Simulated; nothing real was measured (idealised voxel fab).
voxel capacitor over wiring: a process module
Square cells of 5 nm make up the cross-section cut, whose width is 150 nm.
Bands, listed from the top down, are how a cross-section gets written in this document; the cross-section itself is a grid of square cells, and a band is one or more rows of them.
The band entry comprises the height of the band's top followed by the height of its bottom, expressed in nm, and subsequently the band's materials from left to right, each stated together with its width in nm. Where a single material is marked with the word "everywhere", that material fills the band from edge to edge. The word "air" represents empty space.
Note: height 0 marks the level under which the wafer is uniformly one material as received. Lowest band unbounded below, written "0..down".
A two-number width, for instance "30 to 40", indicates that the width is equal to the first number in the top row of the band and to the second number in the bottom row, and that it changes by a constant amount per row of cells.
Any step labelled "no change" changed none of the cells in the cross-section.
Closed empty spaces (no open way to the top) of 8 cells or more are what "Closed void roster" lists, each as width x height at distance from the left edge, nm for all three.
Text after the settings on a step's line: the simulator's own remark on that step.
When a step includes a mask, the "overlay nm" setting on its line states how far to the right of its planned place that mask lay, and negative values state how far to the left.
Below you will find pairs of cross-sections. In each, one shows the wafer before one process step and the other after it, with the after view ending at the lowest band that changed. Under each pair is the step separating them, along with its settings. Do not assume the pairs form a chain: they can come from different runs of this module on the same starting wafer, and a pair continues from the pair above it only when its "Status before step" entry says so.

[Status before step]
  35..15 = 15 of lowk / 25 of air / 65 of lowk / 25 of air / 20 of lowk
  15..10 = 15 of SiN / 25 of air / 65 of SiN / 25 of air / 20 of SiN
  10..0 = SiO2 everywhere
  0..down = Si everywhere
  Closed void roster: none

[Resultant Cross-Section]
  40..35 = 20 of TiN / 15 of air / 75 of TiN / 15 of air / 25 of TiN
  35..15 = 15 of lowk / 5 of TiN / 15 of air / 5 of TiN / 65 of lowk / 5 of TiN / 15 of air / 5 of TiN / 20 of lowk
  15..10 = 15 of SiN / 25 of TiN / 65 of SiN / 25 of TiN / 20 of SiN
  Beneath the level 10, the cross-section is identical to its previous state.
  Closed void roster: none
Going from the before section above to the after section, the step was op CONFORMAL_DEP | material TiN | thk nm 5

Status before step: The prior state of this step coincides with the post-step cross-section of the pair just above.

[Resultant Cross-Section]
  45..40 = W everywhere
  40..35 = 20 of TiN / 15 of W / 75 of TiN / 15 of W / 25 of TiN
  35..15 = 15 of lowk / 5 of TiN / 15 of W / 5 of TiN / 65 of lowk / 5 of TiN / 15 of W / 5 of TiN / 20 of lowk
  Beneath the level 15, the cross-section is identical to its previous state.
  Closed void roster: none
Going from the before section above to the after section, the step was op FILL_DEP | material W | thk nm 5

Status before step: The prior state of this step coincides with the post-step cross-section of the pair just above.

[Resultant Cross-Section]
  40..35 = 20 of TiN / 15 of W / 75 of TiN / 15 of W / 25 of TiN
  Beneath the level 35, the cross-section is identical to its previous state.
  Closed void roster: none
Going from the before section above to the after section, the step was op CMP | height nm 40

Status before step: The prior state of this step coincides with the post-step cross-section of the pair just above.

[Resultant Cross-Section]
  45..40 = SiCN everywhere
  Beneath the level 40, the cross-section is identical to its previous state.
  Closed void roster: none
Going from the before section above to the after section, the step was op CONFORMAL_DEP | material SiCN | thk nm 5

Status before step: The prior state of this step coincides with the post-step cross-section of the pair just above.

[Resultant Cross-Section]
  65..45 = lowk everywhere
  Beneath the level 45, the cross-section is identical to its previous state.
  Closed void roster: none
Going from the before section above to the after section, the step was op DIRECTIONAL_DEP | material lowk | thk nm 20

Status before step: The prior state of this step coincides with the post-step cross-section of the pair just above.

[Resultant Cross-Section]
  80..65 = aC everywhere
  Beneath the level 65, the cross-section is identical to its previous state.
  Closed void roster: none
Going from the before section above to the after section, the step was op DIRECTIONAL_DEP | material aC | thk nm 15

Status before step: The prior state of this step coincides with the post-step cross-section of the pair just above.

[Resultant Cross-Section]
  115..80 = 25 of resist / 15 of air / 110 of resist
  Beneath the level 80, the cross-section is identical to its previous state.
  Closed void roster: none
Going from the before section above to the after section, the step was op PATTERN | tone open | mask id PLUG_1 | material resist | width nm 15 | thk nm 35 | overlay nm 0

Status before step: The prior state of this step coincides with the post-step cross-section of the pair just above.

[Resultant Cross-Section]
  100..80 = 25 of resist / 15 of air / 110 of resist
  80..65 = 25 of aC / 15 of air / 110 of aC
  Beneath the level 65, the cross-section is identical to its previous state.
  Closed void roster: none
Going from the before section above to the after section, the step was op DIRECTIONAL_ETCH | etch materials aC | depth nm 15

Status before step: The prior state of this step coincides with the post-step cross-section of the pair just above.

[Resultant Cross-Section]
  80..65 = 25 of aC / 15 of air / 110 of aC
  Beneath the level 65, the cross-section is identical to its previous state.
  Closed void roster: none
Going from the before section above to the after section, the step was op STRIP | etch materials resist

Status before step: The prior state of this step coincides with the post-step cross-section of the pair just above.

[Resultant Cross-Section]
  80..65 = 25 of aC / 15 of air / 110 of aC
  65..45 = 25 of lowk / 15 of air / 110 of lowk
  Beneath the level 45, the cross-section is identical to its previous state.
  Closed void roster: none
Going from the before section above to the after section, the step was op DIRECTIONAL_ETCH | etch materials lowk | depth nm 20

Status before step: The prior state of this step coincides with the post-step cross-section of the pair just above.

[Resultant Cross-Section]
  80..65 = 25 of aC / 15 of air / 110 of aC
  65..45 = 25 of lowk / 15 of air / 110 of lowk
  45..40 = 25 of SiCN / 15 of air / 110 of SiCN
  Beneath the level 40, the cross-section is identical to its previous state.
  Closed void roster: none
Going from the before section above to the after section, the step was op DIRECTIONAL_ETCH | etch materials SiCN | depth nm 5

Status before step: The prior state of this step coincides with the post-step cross-section of the pair just above.

[Resultant Cross-Section]
  65..45 = 25 of lowk / 15 of air / 110 of lowk
  Beneath the level 45, the cross-section is identical to its previous state.
  Closed void roster: none
Going from the before section above to the after section, the step was op STRIP | etch materials aC

Status before step: The prior state of this step coincides with the post-step cross-section of the pair just above.

[Resultant Cross-Section]
  65..50 = 25 of lowk / 15 of air / 110 of lowk
  50..45 = 25 of lowk / 15 of Ru / 110 of lowk
  45..40 = 25 of SiCN / 15 of Ru / 110 of SiCN
  Beneath the level 40, the cross-section is identical to its previous state.
  Closed void roster: none
Going from the before section above to the after section, the step was op EPI | material Ru | thk nm 10

Status before step: The prior state of this step coincides with the post-step cross-section of the pair just above.

[Resultant Cross-Section]
  65..60 = 25 of lowk / 15 of air / 110 of lowk
  60..45 = 25 of lowk / 15 of Ru / 110 of lowk
  Beneath the level 45, the cross-section is identical to its previous state.
  Closed void roster: none
Going from the before section above to the after section, the step was op EPI | material Ru | thk nm 10

Status before step: The prior state of this step coincides with the post-step cross-section of the pair just above.

[Resultant Cross-Section]
  65..45 = 25 of lowk / 15 of Ru / 110 of lowk
  Beneath the level 45, the cross-section is identical to its previous state.
  Closed void roster: none
Going from the before section above to the after section, the step was op EPI | material Ru | thk nm 5

Status before step: The prior state of this step coincides with the post-step cross-section of the pair just above.

[Resultant Cross-Section]
  75..65 = TiN everywhere
  Beneath the level 65, the cross-section is identical to its previous state.
  Closed void roster: none
Going from the before section above to the after section, the step was op DIRECTIONAL_DEP | material TiN | thk nm 10

Status before step: The prior state of this step coincides with the post-step cross-section of the pair just above.

[Resultant Cross-Section]
  80..75 = Al2O3 everywhere
  Beneath the level 75, the cross-section is identical to its previous state.
  Closed void roster: none
Going from the before section above to the after section, the step was op DIRECTIONAL_DEP | material Al2O3 | thk nm 5

Status before step: The prior state of this step coincides with the post-step cross-section of the pair just above.

[Resultant Cross-Section]
  85..80 = TiN everywhere
  Beneath the level 80, the cross-section is identical to its previous state.
  Closed void roster: none
Going from the before section above to the after section, the step was op DIRECTIONAL_DEP | material TiN | thk nm 5

Status before step: The prior state of this step coincides with the post-step cross-section of the pair just above.

[Resultant Cross-Section]
  105..85 = 25 of air / 70 of resist / 55 of air
  Beneath the level 85, the cross-section is identical to its previous state.
  Closed void roster: none
Going from the before section above to the after section, the step was op PATTERN | tone cover | mask id UPPER_PLATE | material resist | width nm 70 | thk nm 20 | overlay nm 0

Status before step: The prior state of this step coincides with the post-step cross-section of the pair just above.

[Resultant Cross-Section]
  105..85 = 25 of air / 70 of resist / 55 of air
  85..80 = 25 of air / 70 of TiN / 55 of air
  Beneath the level 80, the cross-section is identical to its previous state.
  Closed void roster: none
Going from the before section above to the after section, the step was op DIRECTIONAL_ETCH | etch materials TiN | depth nm 5

Status before step: The prior state of this step coincides with the post-step cross-section of the pair just above.

[Resultant Cross-Section]
  105..85 = 25 of air / 70 of resist / 55 of air
  85..80 = 25 of air / 70 of TiN / 55 of air
  80..75 = 25 of air / 70 of Al2O3 / 55 of air
  Beneath the level 75, the cross-section is identical to its previous state.
  Closed void roster: none
Going from the before section above to the after section, the step was op DIRECTIONAL_ETCH | etch materials Al2O3 | depth nm 5

Status before step: The prior state of this step coincides with the post-step cross-section of the pair just above.

[Resultant Cross-Section]
  85..80 = 25 of air / 70 of TiN / 55 of air
  Beneath the level 80, the cross-section is identical to its previous state.
  Closed void roster: none
Going from the before section above to the after section, the step was op STRIP | etch materials resist

Status before step: The prior state of this step coincides with the post-step cross-section of the pair just above.

[Resultant Cross-Section]
  95..85 = 25 of air / 70 of aC / 55 of air
  85..80 = 25 of aC / 70 of TiN / 55 of aC
  80..75 = 25 of aC / 70 of Al2O3 / 55 of aC
  Beneath the level 75, the cross-section is identical to its previous state.
  Closed void roster: none
Going from the before section above to the after section, the step was op DIRECTIONAL_DEP | material aC | thk nm 10

Status before step: The prior state of this step coincides with the post-step cross-section of the pair just above.

[Resultant Cross-Section]
  120..95 = 20 of air / 80 of resist / 50 of air
  95..85 = 20 of air / 5 of resist / 70 of aC / 5 of resist / 50 of air
  Beneath the level 85, the cross-section is identical to its previous state.
  Closed void roster: none
Going from the before section above to the after section, the step was op PATTERN | tone cover | mask id LOWER_PLATE | material resist | width nm 80 | thk nm 25 | overlay nm 0

Status before step: The prior state of this step coincides with the post-step cross-section of the pair just above.

[Resultant Cross-Section]
  110..95 = 20 of air / 80 of resist / 50 of air
  95..85 = 20 of air / 5 of resist / 70 of aC / 5 of resist / 50 of air
  85..80 = 20 of air / 5 of aC / 70 of TiN / 5 of aC / 50 of air
  80..75 = 20 of air / 5 of aC / 70 of Al2O3 / 5 of aC / 50 of air
  Beneath the level 75, the cross-section is identical to its previous state.
  Closed void roster: none
Going from the before section above to the after section, the step was op DIRECTIONAL_ETCH | etch materials aC | depth nm 10

Status before step: The prior state of this step coincides with the post-step cross-section of the pair just above.

[Resultant Cross-Section]
  95..85 = 25 of air / 70 of aC / 55 of air
  Beneath the level 85, the cross-section is identical to its previous state.
  Closed void roster: none
Going from the before section above to the after section, the step was op STRIP | etch materials resist

Status before step: The prior state of this step coincides with the post-step cross-section of the pair just above.

[Resultant Cross-Section]
  95..85 = 25 of air / 70 of aC / 55 of air
  85..80 = 20 of air / 5 of aC / 70 of TiN / 5 of aC / 50 of air
  80..75 = 20 of air / 5 of aC / 70 of Al2O3 / 5 of aC / 50 of air
  75..65 = 20 of air / 80 of TiN / 50 of air
  Beneath the level 65, the cross-section is identical to its previous state.
  Closed void roster: none
Going from the before section above to the after section, the step was op DIRECTIONAL_ETCH | etch materials TiN | depth nm 10

Status before step: The prior state of this step coincides with the post-step cross-section of the pair just above.

[Resultant Cross-Section]
  85..80 = 25 of air / 70 of TiN / 55 of air
  80..75 = 25 of air / 70 of Al2O3 / 55 of air
  Beneath the level 75, the cross-section is identical to its previous state.
  Closed void roster: none
Going from the before section above to the after section, the step was op STRIP | etch materials aC

Status before step: The prior state of this step coincides with the post-step cross-section of the pair just above.

[Resultant Cross-Section]
  105..85 = SiO2 everywhere
  85..80 = 25 of SiO2 / 70 of TiN / 55 of SiO2
  80..75 = 25 of SiO2 / 70 of Al2O3 / 55 of SiO2
  75..65 = 20 of SiO2 / 80 of TiN / 50 of SiO2
  Beneath the level 65, the cross-section is identical to its previous state.
  Closed void roster: none
Going from the before section above to the after section, the step was op FILL_DEP | material SiO2 | thk nm 20

Status before step: The prior state of this step coincides with the post-step cross-section of the pair just above.

[Resultant Cross-Section]
  100..85 = SiO2 everywhere
  Beneath the level 85, the cross-section is identical to its previous state.
  Closed void roster: none
Going from the before section above to the after section, the step was op CMP | height nm 100

Status before step: The prior state of this step coincides with the post-step cross-section of the pair just above.

[Resultant Cross-Section]
  115..100 = aC everywhere
  Beneath the level 100, the cross-section is identical to its previous state.
  Closed void roster: none
Going from the before section above to the after section, the step was op DIRECTIONAL_DEP | material aC | thk nm 15

Status before step: The prior state of this step coincides with the post-step cross-section of the pair just above.

[Resultant Cross-Section]
  145..115 = 35 of resist / 15 of air / 100 of resist
  Beneath the level 115, the cross-section is identical to its previous state.
  Closed void roster: none
Going from the before section above to the after section, the step was op PATTERN | tone open | mask id PLUG_2 | material resist | width nm 15 | thk nm 30 | overlay nm 0

Status before step: The prior state of this step coincides with the post-step cross-section of the pair just above.

[Resultant Cross-Section]
  130..115 = 35 of resist / 15 of air / 100 of resist
  115..100 = 35 of aC / 15 of air / 100 of aC
  Beneath the level 100, the cross-section is identical to its previous state.
  Closed void roster: none
Going from the before section above to the after section, the step was op DIRECTIONAL_ETCH | etch materials aC | depth nm 15

Status before step: The prior state of this step coincides with the post-step cross-section of the pair just above.

[Resultant Cross-Section]
  115..100 = 35 of aC / 15 of air / 100 of aC
  Beneath the level 100, the cross-section is identical to its previous state.
  Closed void roster: none
Going from the before section above to the after section, the step was op STRIP | etch materials resist

Status before step: The prior state of this step coincides with the post-step cross-section of the pair just above.

[Resultant Cross-Section]
  115..100 = 35 of aC / 15 of air / 100 of aC
  100..85 = 35 of SiO2 / 15 of air / 100 of SiO2
  Beneath the level 85, the cross-section is identical to its previous state.
  Closed void roster: none
Going from the before section above to the after section, the step was op DIRECTIONAL_ETCH | etch materials SiO2 | depth nm 15

Status before step: The prior state of this step coincides with the post-step cross-section of the pair just above.

[Resultant Cross-Section]
  100..85 = 35 of SiO2 / 15 of air / 100 of SiO2
  Beneath the level 85, the cross-section is identical to its previous state.
  Closed void roster: none
Going from the before section above to the after section, the step was op STRIP | etch materials aC

Status before step: The prior state of this step coincides with the post-step cross-section of the pair just above.

[Resultant Cross-Section]
  105..100 = 40 of TiN / 5 of air / 105 of TiN
  100..90 = 35 of SiO2 / 5 of TiN / 5 of air / 5 of TiN / 100 of SiO2
  90..80 = 35 to 25 of SiO2 / 15 to 70 of TiN / 100 to 55 of SiO2
  Beneath the level 80, the cross-section is identical to its previous state.
  Closed void roster: none
Going from the before section above to the after section, the step was op CONFORMAL_DEP | material TiN | thk nm 5

Status before step: The prior state of this step coincides with the post-step cross-section of the pair just above.

[Resultant Cross-Section]
  115..105 = Cu everywhere
  105..100 = 40 of TiN / 5 of Cu / 105 of TiN
  100..90 = 35 of SiO2 / 5 of TiN / 5 of Cu / 5 of TiN / 100 of SiO2
  Beneath the level 90, the cross-section is identical to its previous state.
  Closed void roster: none
Going from the before section above to the after section, the step was op FILL_DEP | material Cu | thk nm 10

Status before step: The prior state of this step coincides with the post-step cross-section of the pair just above.

[Resultant Cross-Section]
  100..90 = 35 of SiO2 / 5 of TiN / 5 of Cu / 5 of TiN / 100 of SiO2
  Beneath the level 90, the cross-section is identical to its previous state.
  Closed void roster: none
Going from the before section above to the after section, the step was op CMP | height nm 100

Status before step: The prior state of this step coincides with the post-step cross-section of the pair just above.

[Resultant Cross-Section]
  105..100 = SiCN everywhere
  Beneath the level 100, the cross-section is identical to its previous state.
  Closed void roster: none
Going from the before section above to the after section, the step was op CONFORMAL_DEP | material SiCN | thk nm 5

[Status before step]
  40..20 = lowk everywhere
  20..15 = SiN everywhere
  15..0 = SiO2 everywhere
  0..down = Si everywhere
  Closed void roster: none

[Resultant Cross-Section]
  60..40 = 20 of resist / 20 of air / 70 of resist / 20 of air / 20 of resist
  Beneath the level 40, the cross-section is identical to its previous state.
  Closed void roster: none
Going from the before section above to the after section, the step was op PATTERN | tone open | mask id METAL_1 | material resist | width nm 20 | pitch nm 90 | thk nm 20 | overlay nm 0

Status before step: The prior state of this step coincides with the post-step cross-section of the pair just above.

[Resultant Cross-Section]
  60..40 = 20 of resist / 20 of air / 70 of resist / 20 of air / 20 of resist
  40..20 = 20 of lowk / 20 of air / 70 of lowk / 20 of air / 20 of lowk
  Beneath the level 20, the cross-section is identical to its previous state.
  Closed void roster: none
Going from the before section above to the after section, the step was op DIRECTIONAL_ETCH | etch materials lowk | depth nm 20

Status before step: The prior state of this step coincides with the post-step cross-section of the pair just above.

[Resultant Cross-Section]
  60..40 = 20 of resist / 20 of air / 70 of resist / 20 of air / 20 of resist
  40..20 = 20 of lowk / 20 of air / 70 of lowk / 20 of air / 20 of lowk
  20..15 = 20 of SiN / 20 of air / 70 of SiN / 20 of air / 20 of SiN
  Beneath the level 15, the cross-section is identical to its previous state.
  Closed void roster: none
Going from the before section above to the after section, the step was op DIRECTIONAL_ETCH | etch materials SiN | depth nm 5

Status before step: The prior state of this step coincides with the post-step cross-section of the pair just above.

[Resultant Cross-Section]
  40..20 = 20 of lowk / 20 of air / 70 of lowk / 20 of air / 20 of lowk
  Beneath the level 20, the cross-section is identical to its previous state.
  Closed void roster: none
Going from the before section above to the after section, the step was op STRIP | etch materials resist

Status before step: The prior state of this step coincides with the post-step cross-section of the pair just above.

[Resultant Cross-Section]
  45..40 = 25 of TiN / 10 of air / 80 of TiN / 10 of air / 25 of TiN
  40..20 = 20 of lowk / 5 of TiN / 10 of air / 5 of TiN / 70 of lowk / 5 of TiN / 10 of air / 5 of TiN / 20 of lowk
  20..15 = 20 of SiN / 20 of TiN / 70 of SiN / 20 of TiN / 20 of SiN
  Beneath the level 15, the cross-section is identical to its previous state.
  Closed void roster: none
Going from the before section above to the after section, the step was op CONFORMAL_DEP | material TiN | thk nm 5

Status before step: The prior state of this step coincides with the post-step cross-section of the pair just above.

[Resultant Cross-Section]
  50..45 = W everywhere
  45..40 = 25 of TiN / 10 of W / 80 of TiN / 10 of W / 25 of TiN
  40..20 = 20 of lowk / 5 of TiN / 10 of W / 5 of TiN / 70 of lowk / 5 of TiN / 10 of W / 5 of TiN / 20 of lowk
  Beneath the level 20, the cross-section is identical to its previous state.
  Closed void roster: none
Going from the before section above to the after section, the step was op FILL_DEP | material W | thk nm 5

Status before step: The prior state of this step coincides with the post-step cross-section of the pair just above.

[Resultant Cross-Section]
  40..20 = 20 of lowk / 5 of TiN / 10 of W / 5 of TiN / 70 of lowk / 5 of TiN / 10 of W / 5 of TiN / 20 of lowk
  Beneath the level 20, the cross-section is identical to its previous state.
  Closed void roster: none
Going from the before section above to the after section, the step was op CMP | height nm 40

Status before step: The prior state of this step coincides with the post-step cross-section of the pair just above.

[Resultant Cross-Section]
  45..40 = SiCN everywhere
  Beneath the level 40, the cross-section is identical to its previous state.
  Closed void roster: none
Going from the before section above to the after section, the step was op CONFORMAL_DEP | material SiCN | thk nm 5

Status before step: The prior state of this step coincides with the post-step cross-section of the pair just above.

[Resultant Cross-Section]
  65..45 = lowk everywhere
  Beneath the level 45, the cross-section is identical to its previous state.
  Closed void roster: none
Going from the before section above to the after section, the step was op DIRECTIONAL_DEP | material lowk | thk nm 20

Status before step: The prior state of this step coincides with the post-step cross-section of the pair just above.

[Resultant Cross-Section]
  80..65 = aC everywhere
  Beneath the level 65, the cross-section is identical to its previous state.
  Closed void roster: none
Going from the before section above to the after section, the step was op DIRECTIONAL_DEP | material aC | thk nm 15

Status before step: The prior state of this step coincides with the post-step cross-section of the pair just above.

[Resultant Cross-Section]
  115..80 = 25 of resist / 15 of air / 110 of resist
  Beneath the level 80, the cross-section is identical to its previous state.
  Closed void roster: none
Going from the before section above to the after section, the step was op PATTERN | tone open | mask id PLUG_1 | material resist | width nm 15 | thk nm 35 | overlay nm 0

Status before step: The prior state of this step coincides with the post-step cross-section of the pair just above.

[Resultant Cross-Section]
  100..80 = 25 of resist / 15 of air / 110 of resist
  80..65 = 25 of aC / 15 of air / 110 of aC
  Beneath the level 65, the cross-section is identical to its previous state.
  Closed void roster: none
Going from the before section above to the after section, the step was op DIRECTIONAL_ETCH | etch materials aC | depth nm 15

Status before step: The prior state of this step coincides with the post-step cross-section of the pair just above.

[Resultant Cross-Section]
  80..65 = 25 of aC / 15 of air / 110 of aC
  Beneath the level 65, the cross-section is identical to its previous state.
  Closed void roster: none
Going from the before section above to the after section, the step was op STRIP | etch materials resist

Status before step: The prior state of this step coincides with the post-step cross-section of the pair just above.

[Resultant Cross-Section]
  80..65 = 25 of aC / 15 of air / 110 of aC
  65..45 = 25 of lowk / 15 of air / 110 of lowk
  Beneath the level 45, the cross-section is identical to its previous state.
  Closed void roster: none
Going from the before section above to the after section, the step was op DIRECTIONAL_ETCH | etch materials lowk | depth nm 20

Status before step: The prior state of this step coincides with the post-step cross-section of the pair just above.

[Resultant Cross-Section]
  80..65 = 25 of aC / 15 of air / 110 of aC
  65..45 = 25 of lowk / 15 of air / 110 of lowk
  45..40 = 25 of SiCN / 15 of air / 110 of SiCN
  Beneath the level 40, the cross-section is identical to its previous state.
  Closed void roster: none
Going from the before section above to the after section, the step was op DIRECTIONAL_ETCH | etch materials SiCN | depth nm 5

Status before step: The prior state of this step coincides with the post-step cross-section of the pair just above.

[Resultant Cross-Section]
  65..45 = 25 of lowk / 15 of air / 110 of lowk
  Beneath the level 45, the cross-section is identical to its previous state.
  Closed void roster: none
Going from the before section above to the after section, the step was op STRIP | etch materials aC

Status before step: The prior state of this step coincides with the post-step cross-section of the pair just above.

[Resultant Cross-Section]
  65..50 = 25 of lowk / 15 of air / 110 of lowk
  50..45 = 25 of lowk / 15 of Ru / 110 of lowk
  45..40 = 25 of SiCN / 15 of Ru / 110 of SiCN
  Beneath the level 40, the cross-section is identical to its previous state.
  Closed void roster: none
Going from the before section above to the after section, the step was op EPI | material Ru | thk nm 10

Status before step: The prior state of this step coincides with the post-step cross-section of the pair just above.

[Resultant Cross-Section]
  65..60 = 25 of lowk / 15 of air / 110 of lowk
  60..45 = 25 of lowk / 15 of Ru / 110 of lowk
  Beneath the level 45, the cross-section is identical to its previous state.
  Closed void roster: none
Going from the before section above to the after section, the step was op EPI | material Ru | thk nm 10

Status before step: The prior state of this step coincides with the post-step cross-section of the pair just above.

[Resultant Cross-Section]
  65..45 = 25 of lowk / 15 of Ru / 110 of lowk
  Beneath the level 45, the cross-section is identical to its previous state.
  Closed void roster: none
Going from the before section above to the after section, the step was op EPI | material Ru | thk nm 5

Status before step: The prior state of this step coincides with the post-step cross-section of the pair just above.

[Resultant Cross-Section]
  75..65 = TiN everywhere
  Beneath the level 65, the cross-section is identical to its previous state.
  Closed void roster: none
Going from the before section above to the after section, the step was op DIRECTIONAL_DEP | material TiN | thk nm 10

Status before step: The prior state of this step coincides with the post-step cross-section of the pair just above.

[Resultant Cross-Section]
  80..75 = Al2O3 everywhere
  Beneath the level 75, the cross-section is identical to its previous state.
  Closed void roster: none
Going from the before section above to the after section, the step was op DIRECTIONAL_DEP | material Al2O3 | thk nm 5

Status before step: The prior state of this step coincides with the post-step cross-section of the pair just above.

[Resultant Cross-Section]
  85..80 = TiN everywhere
  Beneath the level 80, the cross-section is identical to its previous state.
  Closed void roster: none
Going from the before section above to the after section, the step was op DIRECTIONAL_DEP | material TiN | thk nm 5

Status before step: The prior state of this step coincides with the post-step cross-section of the pair just above.

[Resultant Cross-Section]
  105..85 = 25 of air / 70 of resist / 55 of air
  Beneath the level 85, the cross-section is identical to its previous state.
  Closed void roster: none
Going from the before section above to the after section, the step was op PATTERN | tone cover | mask id UPPER_PLATE | material resist | width nm 70 | thk nm 20 | overlay nm 0

Status before step: The prior state of this step coincides with the post-step cross-section of the pair just above.

[Resultant Cross-Section]
  105..85 = 25 of air / 70 of resist / 55 of air
  85..80 = 25 of air / 70 of TiN / 55 of air
  Beneath the level 80, the cross-section is identical to its previous state.
  Closed void roster: none
Going from the before section above to the after section, the step was op DIRECTIONAL_ETCH | etch materials TiN | depth nm 5

Status before step: The prior state of this step coincides with the post-step cross-section of the pair just above.

[Resultant Cross-Section]
  105..85 = 25 of air / 70 of resist / 55 of air
  85..80 = 25 of air / 70 of TiN / 55 of air
  80..75 = 25 of air / 70 of Al2O3 / 55 of air
  Beneath the level 75, the cross-section is identical to its previous state.
  Closed void roster: none
Going from the before section above to the after section, the step was op DIRECTIONAL_ETCH | etch materials Al2O3 | depth nm 5

Status before step: The prior state of this step coincides with the post-step cross-section of the pair just above.

[Resultant Cross-Section]
  85..80 = 25 of air / 70 of TiN / 55 of air
  Beneath the level 80, the cross-section is identical to its previous state.
  Closed void roster: none
Going from the before section above to the after section, the step was op STRIP | etch materials resist

Status before step: The prior state of this step coincides with the post-step cross-section of the pair just above.

[Resultant Cross-Section]
  95..85 = 25 of air / 70 of aC / 55 of air
  85..80 = 25 of aC / 70 of TiN / 55 of aC
  80..75 = 25 of aC / 70 of Al2O3 / 55 of aC
  Beneath the level 75, the cross-section is identical to its previous state.
  Closed void roster: none
Going from the before section above to the after section, the step was op DIRECTIONAL_DEP | material aC | thk nm 10

Status before step: The prior state of this step coincides with the post-step cross-section of the pair just above.

[Resultant Cross-Section]
  120..95 = 20 of air / 80 of resist / 50 of air
  95..85 = 20 of air / 5 of resist / 70 of aC / 5 of resist / 50 of air
  Beneath the level 85, the cross-section is identical to its previous state.
  Closed void roster: none
Going from the before section above to the after section, the step was op PATTERN | tone cover | mask id LOWER_PLATE | material resist | width nm 80 | thk nm 25 | overlay nm 0

Status before step: The prior state of this step coincides with the post-step cross-section of the pair just above.

[Resultant Cross-Section]
  110..95 = 20 of air / 80 of resist / 50 of air
  95..85 = 20 of air / 5 of resist / 70 of aC / 5 of resist / 50 of air
  85..80 = 20 of air / 5 of aC / 70 of TiN / 5 of aC / 50 of air
  80..75 = 20 of air / 5 of aC / 70 of Al2O3 / 5 of aC / 50 of air
  Beneath the level 75, the cross-section is identical to its previous state.
  Closed void roster: none
Going from the before section above to the after section, the step was op DIRECTIONAL_ETCH | etch materials aC | depth nm 10

Status before step: The prior state of this step coincides with the post-step cross-section of the pair just above.

[Resultant Cross-Section]
  95..85 = 25 of air / 70 of aC / 55 of air
  Beneath the level 85, the cross-section is identical to its previous state.
  Closed void roster: none
Going from the before section above to the after section, the step was op STRIP | etch materials resist

Status before step: The prior state of this step coincides with the post-step cross-section of the pair just above.

[Resultant Cross-Section]
  95..85 = 25 of air / 70 of aC / 55 of air
  85..80 = 20 of air / 5 of aC / 70 of TiN / 5 of aC / 50 of air
  80..75 = 20 of air / 5 of aC / 70 of Al2O3 / 5 of aC / 50 of air
  75..65 = 20 of air / 80 of TiN / 50 of air
  Beneath the level 65, the cross-section is identical to its previous state.
  Closed void roster: none
Going from the before section above to the after section, the step was op DIRECTIONAL_ETCH | etch materials TiN | depth nm 10

Status before step: The prior state of this step coincides with the post-step cross-section of the pair just above.

[Resultant Cross-Section]
  85..80 = 25 of air / 70 of TiN / 55 of air
  80..75 = 25 of air / 70 of Al2O3 / 55 of air
  Beneath the level 75, the cross-section is identical to its previous state.
  Closed void roster: none
Going from the before section above to the after section, the step was op STRIP | etch materials aC

Status before step: The prior state of this step coincides with the post-step cross-section of the pair just above.

[Resultant Cross-Section]
  105..85 = SiO2 everywhere
  85..80 = 25 of SiO2 / 70 of TiN / 55 of SiO2
  80..75 = 25 of SiO2 / 70 of Al2O3 / 55 of SiO2
  75..65 = 20 of SiO2 / 80 of TiN / 50 of SiO2
  Beneath the level 65, the cross-section is identical to its previous state.
  Closed void roster: none
Going from the before section above to the after section, the step was op FILL_DEP | material SiO2 | thk nm 20

Status before step: The prior state of this step coincides with the post-step cross-section of the pair just above.

[Resultant Cross-Section]
  100..85 = SiO2 everywhere
  Beneath the level 85, the cross-section is identical to its previous state.
  Closed void roster: none
Going from the before section above to the after section, the step was op CMP | height nm 100

Status before step: The prior state of this step coincides with the post-step cross-section of the pair just above.

[Resultant Cross-Section]
  115..100 = aC everywhere
  Beneath the level 100, the cross-section is identical to its previous state.
  Closed void roster: none
Going from the before section above to the after section, the step was op DIRECTIONAL_DEP | material aC | thk nm 15

Status before step: The prior state of this step coincides with the post-step cross-section of the pair just above.

[Resultant Cross-Section]
  145..115 = 35 of resist / 15 of air / 100 of resist
  Beneath the level 115, the cross-section is identical to its previous state.
  Closed void roster: none
Going from the before section above to the after section, the step was op PATTERN | tone open | mask id PLUG_2 | material resist | width nm 15 | thk nm 30 | overlay nm 0

Status before step: The prior state of this step coincides with the post-step cross-section of the pair just above.

[Resultant Cross-Section]
  130..115 = 35 of resist / 15 of air / 100 of resist
  115..100 = 35 of aC / 15 of air / 100 of aC
  Beneath the level 100, the cross-section is identical to its previous state.
  Closed void roster: none
Going from the before section above to the after section, the step was op DIRECTIONAL_ETCH | etch materials aC | depth nm 15

Status before step: The prior state of this step coincides with the post-step cross-section of the pair just above.

[Resultant Cross-Section]
  115..100 = 35 of aC / 15 of air / 100 of aC
  Beneath the level 100, the cross-section is identical to its previous state.
  Closed void roster: none
Going from the before section above to the after section, the step was op STRIP | etch materials resist

Status before step: The prior state of this step coincides with the post-step cross-section of the pair just above.

[Resultant Cross-Section]
  115..100 = 35 of aC / 15 of air / 100 of aC
  100..85 = 35 of SiO2 / 15 of air / 100 of SiO2
  Beneath the level 85, the cross-section is identical to its previous state.
  Closed void roster: none
Going from the before section above to the after section, the step was op DIRECTIONAL_ETCH | etch materials SiO2 | depth nm 15

Status before step: The prior state of this step coincides with the post-step cross-section of the pair just above.

[Resultant Cross-Section]
  100..85 = 35 of SiO2 / 15 of air / 100 of SiO2
  Beneath the level 85, the cross-section is identical to its previous state.
  Closed void roster: none
Going from the before section above to the after section, the step was op STRIP | etch materials aC

Status before step: The prior state of this step coincides with the post-step cross-section of the pair just above.

[Resultant Cross-Section]
  105..100 = 40 of TiN / 5 of air / 105 of TiN
  100..90 = 35 of SiO2 / 5 of TiN / 5 of air / 5 of TiN / 100 of SiO2
  90..80 = 35 to 25 of SiO2 / 15 to 70 of TiN / 100 to 55 of SiO2
  Beneath the level 80, the cross-section is identical to its previous state.
  Closed void roster: none
Going from the before section above to the after section, the step was op CONFORMAL_DEP | material TiN | thk nm 5
